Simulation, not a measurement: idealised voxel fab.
This section sets out a process module, namely voxel transistor to metal.
Square cell edge 5 nm, section width 300 nm, ID cut.
Format of a cross-section: grid, square cells. Given as bands. Order: top down. Band: one or more rows of cells. Heads up on the band format: heights come first, top then bottom, in nm. After that it's the materials left to right, each with its width in nm. A single material flagged "full width" fills the whole band edge to edge, and "air" means there's empty space there. A quick word on heights: they are counted from 0, and under that level the wafer as it came to us is one material throughout. The lowest band is different from the rest in having no bottom; it simply continues downward, written as in "0 -> down". Graded width ("30..40"): value in top row of band = first number; value in bottom row = second number; row-to-row change constant. Given "changes: none" for a step, no cell of the cross-section differs between before and after that step. Closed-off voids of 8+ cells (no open route to the top) go in "Sealed void list", written width x height at distance from the left edge, in nm. Formally, on a step line, whatever follows the settings is a remark that the simulator itself makes on the step. For masked steps, "overlay nm" on the step line gives how far right of plan the mask actually lay; a minus sign means it lay to the left.

### Planned step list for the process
1. RECEIVE: material Si
2. OXIDIZE: depth nm 5
3. CONFORMAL_DEP: material SiN, thk nm 10
4. MASKED_ETCH: tone cover, mask id ACTIVE, width nm 115, pitch nm 140, etch materials SiN, depth nm 10, overlay nm 0
5. MASKED_ETCH: tone cover, mask id ACTIVE, width nm 115, pitch nm 140, etch materials SiO2, depth nm 5, overlay nm 0
6. MASKED_ETCH: tone cover, mask id ACTIVE, width nm 115, pitch nm 140, etch materials Si, depth nm 35, overlay nm 0
7. OXIDIZE: depth nm 5
8. FILL_DEP: material SiO2, thk nm 5
9. CMP: height nm 10
10. SELECTIVE_ETCH: etch materials SiO2, depth nm 10
11. STRIP: etch materials SiN
12. SELECTIVE_ETCH: etch materials SiO2, depth nm 5
13. OXIDIZE: depth nm 5
14. DIRECTIONAL_DEP: material polySi, thk nm 30
15. DIRECTIONAL_DEP: material SiCN, thk nm 15
16. PATTERN: tone cover, mask id GATE, material resist, width nm 35, pitch nm 140, thk nm 15, overlay nm 0
17. DIRECTIONAL_ETCH: etch materials SiCN, depth nm 25
18. DIRECTIONAL_ETCH: etch materials polySi, depth nm 40
19. STRIP: etch materials resist
20. CONFORMAL_DEP: material SiO2, thk nm 5
21. DIRECTIONAL_ETCH: etch materials SiO2, depth nm 5
22. CONFORMAL_DEP: material SiN, thk nm 10
23. DIRECTIONAL_ETCH: etch materials SiN, depth nm 10
24. DIRECTIONAL_ETCH: etch materials SiO2, depth nm 5
25. DIRECTIONAL_ETCH: etch materials Si, depth nm 10
26. EPI: material nSi, thk nm 10
27. FILL_DEP: material SiO2, thk nm 10
28. CMP: height nm 25
29. STRIP: etch materials polySi
30. SELECTIVE_ETCH: etch materials SiO2, depth nm 5
31. CONFORMAL_DEP: material HfO2, thk nm 5
32. CONFORMAL_DEP: material TiN, thk nm 5
33. FILL_DEP: material W, thk nm 10
34. CMP: height nm 20
35. DIRECTIONAL_DEP: material SiO2, thk nm 15
36. DIRECTIONAL_DEP: material aC, thk nm 15
37. PATTERN: tone open, mask id CONTACT, material resist, width nm 20, thk nm 30, overlay nm 0
38. DIRECTIONAL_ETCH: etch materials aC, depth nm 15
39. STRIP: etch materials resist
40. DIRECTIONAL_ETCH: etch materials SiO2, depth nm 45
41. STRIP: etch materials aC
42. CONFORMAL_DEP: material TiN, thk nm 5
43. FILL_DEP: material W, thk nm 5
44. CMP: height nm 35
45. DIRECTIONAL_DEP: material TiN, thk nm 5
46. DIRECTIONAL_DEP: material W, thk nm 20
47. DIRECTIONAL_DEP: material aC, thk nm 10
48. PATTERN: tone cover, mask id METAL_1, material resist, width nm 20, thk nm 25, overlay nm 0
49. DIRECTIONAL_ETCH: etch materials aC, depth nm 10
50. STRIP: etch materials resist
51. DIRECTIONAL_ETCH: etch materials W, depth nm 20
52. DIRECTIONAL_ETCH: etch materials TiN, depth nm 5
53. STRIP: etch materials aC
54. FILL_DEP: material lowk, thk nm 10
55. CMP: height nm 60
56. CONFORMAL_DEP: material SiN, thk nm 5

### This is the cross-section of the wafer as we received it, i.e. after step 1
* 0 -> down = Si full width
* Sealed void list: none

### First of two wafers at the end of the module, shown in cross-section; run carried out as planned
* 65 -> 60 = SiN full width
* 60 -> 40 = 25 of lowk; 20 of W; 65 of lowk; 20 of W; 35 of lowk; 20 of W; 65 of lowk; 20 of W; 30 of lowk
* 40 -> 35 = 25 of lowk; 20 of TiN; 65 of lowk; 20 of TiN; 35 of lowk; 20 of TiN; 65 of lowk; 20 of TiN; 30 of lowk
* 35 -> 20 = 25 of SiO2; 5 of TiN; 10 of W; 5 of TiN; 65 of SiO2; 5 of TiN; 10 of W; 5 of TiN; 35 of SiO2; 5 of TiN; 10 of W; 5 of TiN; 65 of SiO2; 5 of TiN; 10 of W; 5 of TiN; 30 of SiO2
* 20 -> 5 = 25 of SiO2; 5 of TiN; 10 of W; 5 of TiN; 10 of SiN; 5 of HfO2; 5 of TiN; 25 of W; 5 of TiN; 5 of HfO2; 10 of SiN; 5 of TiN; 10 of W; 5 of TiN; 35 of SiO2; 5 of TiN; 10 of W; 5 of TiN; 10 of SiN; 5 of HfO2; 5 of TiN; 25 of W; 5 of TiN; 5 of HfO2; 10 of SiN; 5 of TiN; 10 of W; 5 of TiN; 30 of SiO2
* 5 -> 0 = 25 of SiO2; 20 of TiN; 10 of SiN; 5 of HfO2; 5 of TiN; 25 of W; 5 of TiN; 5 of HfO2; 10 of SiN; 20 of TiN; 35 of SiO2; 20 of TiN; 10 of SiN; 5 of HfO2; 5 of TiN; 25 of W; 5 of TiN; 5 of HfO2; 10 of SiN; 20 of TiN; 30 of SiO2
* 0 -> -5 = 25 of SiO2; 10 of TiN; 10 of nSi; 10 of SiN; 5 of HfO2; 35 of TiN; 5 of HfO2; 10 of SiN; 10 of nSi; 10 of TiN; 35 of SiO2; 10 of TiN; 10 of nSi; 10 of SiN; 5 of HfO2; 35 of TiN; 5 of HfO2; 10 of SiN; 10 of nSi; 10 of TiN; 30 of SiO2
* -5 -> -10 = 25 of SiO2; 10 of TiN; 10 of nSi; 10 of SiO2; 45 of HfO2; 10 of SiO2; 10 of nSi; 10 of TiN; 35 of SiO2; 10 of TiN; 10 of nSi; 10 of SiO2; 45 of HfO2; 10 of SiO2; 10 of nSi; 10 of TiN; 30 of SiO2
* -10 -> -20 = 25 of SiO2; 20 of nSi; 65 of Si; 20 of nSi; 35 of SiO2; 20 of nSi; 65 of Si; 20 of nSi; 30 of SiO2
* -20 -> -45 = 25 of SiO2; 105 of Si; 35 of SiO2; 105 of Si; 30 of SiO2
* -45 -> down = Si full width
* Sealed void list: none

### Wafer two cross-section, module end. Start and plan unchanged from wafer one; one mistake made during the run
* 75 -> 60 = SiN full width
* 60 -> 40 = 25 of lowk; 20 of W; 65 of lowk; 20 of W; 35 of lowk; 20 of W; 65 of lowk; 20 of W; 30 of lowk
* 40 -> 35 = 25 of lowk; 20 of TiN; 65 of lowk; 20 of TiN; 35 of lowk; 20 of TiN; 65 of lowk; 20 of TiN; 30 of lowk
* 35 -> 20 = 25 of SiO2; 5 of TiN; 10 of W; 5 of TiN; 65 of SiO2; 5 of TiN; 10 of W; 5 of TiN; 35 of SiO2; 5 of TiN; 10 of W; 5 of TiN; 65 of SiO2; 5 of TiN; 10 of W; 5 of TiN; 30 of SiO2
* 20 -> 5 = 25 of SiO2; 5 of TiN; 10 of W; 5 of TiN; 10 of SiN; 5 of HfO2; 5 of TiN; 25 of W; 5 of TiN; 5 of HfO2; 10 of SiN; 5 of TiN; 10 of W; 5 of TiN; 35 of SiO2; 5 of TiN; 10 of W; 5 of TiN; 10 of SiN; 5 of HfO2; 5 of TiN; 25 of W; 5 of TiN; 5 of HfO2; 10 of SiN; 5 of TiN; 10 of W; 5 of TiN; 30 of SiO2
* 5 -> 0 = 25 of SiO2; 20 of TiN; 10 of SiN; 5 of HfO2; 5 of TiN; 25 of W; 5 of TiN; 5 of HfO2; 10 of SiN; 20 of TiN; 35 of SiO2; 20 of TiN; 10 of SiN; 5 of HfO2; 5 of TiN; 25 of W; 5 of TiN; 5 of HfO2; 10 of SiN; 20 of TiN; 30 of SiO2
* 0 -> -5 = 25 of SiO2; 10 of TiN; 10 of nSi; 10 of SiN; 5 of HfO2; 35 of TiN; 5 of HfO2; 10 of SiN; 10 of nSi; 10 of TiN; 35 of SiO2; 10 of TiN; 10 of nSi; 10 of SiN; 5 of HfO2; 35 of TiN; 5 of HfO2; 10 of SiN; 10 of nSi; 10 of TiN; 30 of SiO2
* -5 -> -10 = 25 of SiO2; 10 of TiN; 10 of nSi; 10 of SiO2; 45 of HfO2; 10 of SiO2; 10 of nSi; 10 of TiN; 35 of SiO2; 10 of TiN; 10 of nSi; 10 of SiO2; 45 of HfO2; 10 of SiO2; 10 of nSi; 10 of TiN; 30 of SiO2
* -10 -> -20 = 25 of SiO2; 20 of nSi; 65 of Si; 20 of nSi; 35 of SiO2; 20 of nSi; 65 of Si; 20 of nSi; 30 of SiO2
* -20 -> -45 = 25 of SiO2; 105 of Si; 35 of SiO2; 105 of Si; 30 of SiO2
* -45 -> down = Si full width
* Sealed void list: none
Error vs. plan: step 56 ran with different settings than intended, the actual operation and settings being CONFORMAL_DEP: material SiN, thk nm 15
The second wafer ends with more or fewer cells of some materials than the first, per final count: +120 SiN
